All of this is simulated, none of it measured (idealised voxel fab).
process module | voxel self aligned vias
cross-section cut | 205 nm wide | cells 5 nm
A cross-section is a grid of square cells, given in bands from the top down. A band is one or more rows of cells.
Each band's line starts with the height of the band's top and of its bottom, in nm. Then come its materials from left to right, each with its width in nm. One material with "throughout" fills the band from edge to edge. "air" is empty space.
Height 0 is the level under which the wafer as received is all one material. The lowest band goes on downwards, as in "0 down".
A width such as "30 to 40" changes by the same amount from each row of cells to the next, from the band's top row to its bottom row.
"no change" after a step means that no cell of the cross-section changed.
closed voids: empty space of 8 cells or more with no open way to the top, each as width x height at its distance from the left edge, in nm
after a step's settings: what the simulator itself notes on the step
overlay nm, on a step with a mask: how far to the right of its planned place the mask lay; to the left if negative
plan
1 op RECEIVE | material Si
2 op CONFORMAL_DEP | material SiO2 | thk nm 10
3 op CONFORMAL_DEP | material SiCN | thk nm 5
4 op DIRECTIONAL_DEP | material lowk | thk nm 30
5 op DIRECTIONAL_DEP | material aC | thk nm 10
6 op PATTERN | tone open | mask id LINES | material resist | width nm 25 | pitch nm 60 | thk nm 25 | overlay nm 0
7 op DIRECTIONAL_ETCH | etch materials aC | depth nm 10
8 op STRIP | etch materials resist
9 op DIRECTIONAL_ETCH | etch materials lowk | depth nm 30
10 op STRIP | etch materials aC
11 op CONFORMAL_DEP | material TiN | thk nm 5
12 op FILL_DEP | material W | thk nm 5
13 op CMP | height nm 45
14 op SELECTIVE_ETCH | etch materials W Ru TiN | depth nm 10
15 op FILL_DEP | material SiN | thk nm 10
16 op CMP | height nm 45
17 op DIRECTIONAL_DEP | material lowk | thk nm 15
18 op PATTERN | tone open | mask id VIAS | material resist | width nm 45 | pitch nm 60 | thk nm 15 | overlay nm 0
19 op DIRECTIONAL_ETCH | etch materials lowk | depth nm 15
20 op DIRECTIONAL_ETCH | etch materials SiN | depth nm 10
21 op STRIP | etch materials resist
22 op CONFORMAL_DEP | material TiN | thk nm 5
23 op FILL_DEP | material Ru | thk nm 10
24 op CMP | height nm 60
25 op CONFORMAL_DEP | material SiN | thk nm 5
as received, after step 1
  0 down: Si throughout
  closed voids: none
first wafer at the end, as planned
  65 to 60: SiN throughout
  60 to 50: lowk 50 | TiN 5 | Ru 35 | TiN 5 | lowk 15 | TiN 5 | Ru 35 | TiN 5 | lowk 50
  50 to 40: lowk 50 to 60 | TiN 15 to 5 | Ru 15 | TiN 15 to 5 | lowk 15 to 35 | TiN 15 to 5 | Ru 15 | TiN 15 to 5 | lowk 50 to 60
  40 to 35: lowk 60 | TiN 25 | lowk 35 | TiN 25 | lowk 60
  35 to 20: lowk 60 | TiN 5 | W 15 | TiN 5 | lowk 35 | TiN 5 | W 15 | TiN 5 | lowk 60
  20 to 15: lowk 60 | TiN 25 | lowk 35 | TiN 25 | lowk 60
  15 to 10: SiCN throughout
  10 to 0: SiO2 throughout
  0 down: Si throughout
  closed voids: none
second wafer at the end: like start, like plan, one mistake
  65 to 60: SiN throughout
  60 to 50: lowk 40 | TiN 5 | Ru 35 | TiN 5 | lowk 15 | TiN 5 | Ru 35 | TiN 5 | lowk 60
  50 to 40: lowk 40 to 60 | TiN 25 to 5 | Ru 15 | TiN 5 | lowk 15 to 35 | TiN 25 to 5 | Ru 15 | TiN 5 | lowk 60
  40 to 35: lowk 60 | TiN 25 | lowk 35 | TiN 25 | lowk 60
  35 to 20: lowk 60 | TiN 5 | W 15 | TiN 5 | lowk 35 | TiN 5 | W 15 | TiN 5 | lowk 60
  20 to 15: lowk 60 | TiN 25 | lowk 35 | TiN 25 | lowk 60
  15 to 10: SiCN throughout
  10 to 0: SiO2 throughout
  0 down: Si throughout
  closed voids: none
what went wrong: step 18 ran as: op PATTERN | tone open | mask id VIAS | material resist | width nm 45 | pitch nm 60 | thk nm 15 | overlay nm -10
at the end the second wafer has, in cells: as many of each material as the first, in other places
